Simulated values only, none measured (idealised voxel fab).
Process module in this document: voxel local oxidation
In the cross-section labelled cut, the width is 265 nm and each square cell is 5 nm.
Think of the cross-section as a grid of square cells. We describe it in bands, top to bottom, and each band covers one or more rows of those cells.
The entry gives the band's vertical extent as a top height and a bottom height in nm, then its horizontal make-up as materials from left to right, each with a width in nm. "air" stands for empty space; a single material marked "all across" fills the band edge to edge.
Counting heights begins at 0, where everything beneath is, in the wafer as received, one material. The lowest band has no bottom; it goes on downwards, as "0 -> down" shows.
Quick explanation for "30 to 40": the width changes in equal steps down the rows of cells, from the first number in the band's top row to the second number in its bottom row.
"no alterations made" means the step left every cell of the cross-section as it was.
Closed empty spaces (no open way to the top) of 8 cells or more are what "Sealed void list" lists, each as width x height at distance from the left edge, nm for all three.
Past the settings on a step's line: simulator remark, on that step.
overlay nm: mask right of planned place by this much (step with mask). Neg. = left.

## Steps in the process plan
1,RECEIVE,material Si
2,CONFORMAL_DEP,material SiO2,thk nm 5
3,CONFORMAL_DEP,material SiN,thk nm 15
4,DIRECTIONAL_DEP,material aC,thk nm 15
5,PATTERN,tone cover,mask id ACTIVE,material resist,width nm 115,thk nm 35,overlay nm 0
6,DIRECTIONAL_ETCH,etch materials aC,depth nm 15
7,STRIP,etch materials resist
8,DIRECTIONAL_ETCH,etch materials SiN,depth nm 15
9,STRIP,etch materials aC
10,SELECTIVE_ETCH,etch materials SiO2,depth nm 5
11,OXIDIZE,depth nm 10
12,STRIP,etch materials SiN

## first wafer, as planned

## Wafer at receipt (post step 1), cross-section
  0 -> down: Si all across
  Sealed void list: none

## Presented here is a cross-section of the wafer after step 2 has been performed
  5 -> 0: SiO2 all across
  Nothing below the height 0 has changed.

## Presented here is a cross-section of the wafer after step 3 has been performed
  20 -> 5: SiN all across
  Nothing below the height 5 has changed.

## Presented here is a cross-section of the wafer after step 4 has been performed
  35 -> 20: aC all across
  Nothing below the height 20 has changed.

## Presented here is a cross-section of the wafer after step 5 has been performed
  70 -> 35: air 75 nm | resist 115 nm | air 75 nm
  Nothing below the height 35 has changed.

## Presented here is a cross-section of the wafer after step 6 has been performed
  55 -> 35: air 75 nm | resist 115 nm | air 75 nm
  35 -> 20: air 75 nm | aC 115 nm | air 75 nm
  Nothing below the height 20 has changed.

## Presented here is a cross-section of the wafer after step 7 has been performed
  35 -> 20: air 75 nm | aC 115 nm | air 75 nm
  Nothing below the height 20 has changed.

## Presented here is a cross-section of the wafer after step 8 has been performed
  35 -> 20: air 75 nm | aC 115 nm | air 75 nm
  20 -> 5: air 75 nm | SiN 115 nm | air 75 nm
  Nothing below the height 5 has changed.

## Presented here is a cross-section of the wafer after step 9 has been performed
  20 -> 5: air 75 nm | SiN 115 nm | air 75 nm
  Nothing below the height 5 has changed.

## Presented here is a cross-section of the wafer after step 10 has been performed
  20 -> 5: air 75 nm | SiN 115 nm | air 75 nm
  5 -> 0: air 80 nm | SiO2 105 nm | air 80 nm
  Nothing below the height 0 has changed.

## Presented here is a cross-section of the wafer after step 11 has been performed
  20 -> 5: air 75 nm | SiN 115 nm | air 75 nm
  5 -> 0: air 80 nm | SiO2 105 nm | air 80 nm
  0 -> -10: SiO2 90 nm | Si 85 nm | SiO2 90 nm
  Nothing below the height -10 has changed.

## Presented here is a cross-section of the wafer after step 12 has been performed
  5 -> 0: air 80 nm | SiO2 105 nm | air 80 nm
  Nothing below the height 0 has changed.

## Here the second wafer is described. Its start and its plan were those of the first wafer. Its run contained one mistake. Up to and including step 4, it did exactly what the first wafer did

## Look at the second wafer in cross-section at the time step 5 ought to have finished
  70 -> 35: resist 75 nm | air 115 nm | resist 75 nm
  Nothing below the height 35 has changed.

## Look at the second wafer in cross-section at the time step 6 ought to have finished
  55 -> 35: resist 75 nm | air 115 nm | resist 75 nm
  35 -> 20: aC 75 nm | air 115 nm | aC 75 nm
  Nothing below the height 20 has changed.

## Look at the second wafer in cross-section at the time step 7 ought to have finished
  35 -> 20: aC 75 nm | air 115 nm | aC 75 nm
  Nothing below the height 20 has changed.

## Look at the second wafer in cross-section at the time step 8 ought to have finished
  35 -> 20: aC 75 nm | air 115 nm | aC 75 nm
  20 -> 5: SiN 75 nm | air 115 nm | SiN 75 nm
  Nothing below the height 5 has changed.

## Look at the second wafer in cross-section at the time step 9 ought to have finished
  20 -> 5: SiN 75 nm | air 115 nm | SiN 75 nm
  Nothing below the height 5 has changed.

## Look at the second wafer in cross-section at the time step 10 ought to have finished
  20 -> 5: SiN 75 nm | air 115 nm | SiN 75 nm
  5 -> 0: SiO2 70 nm | air 125 nm | SiO2 70 nm
  Nothing below the height 0 has changed.

## Look at the second wafer in cross-section at the time step 11 ought to have finished
  20 -> 5: SiN 75 nm | air 115 nm | SiN 75 nm
  5 -> 0: SiO2 70 nm | air 125 nm | SiO2 70 nm
  0 -> -10: Si 60 nm | SiO2 145 nm | Si 60 nm
  Nothing below the height -10 has changed.

## Look at the second wafer in cross-section at the time step 12 ought to have finished
  5 -> 0: SiO2 70 nm | air 125 nm | SiO2 70 nm
  Nothing below the height 0 has changed.
The plan and the run diverged here: step 5 deviated from plan and actually ran as PATTERN,tone open,mask id ACTIVE,material resist,width nm 115,thk nm 35,overlay nm 0
Final cells, second wafer relative to first, materials higher or lower: Si: 14 more; SiO2: 7 fewer
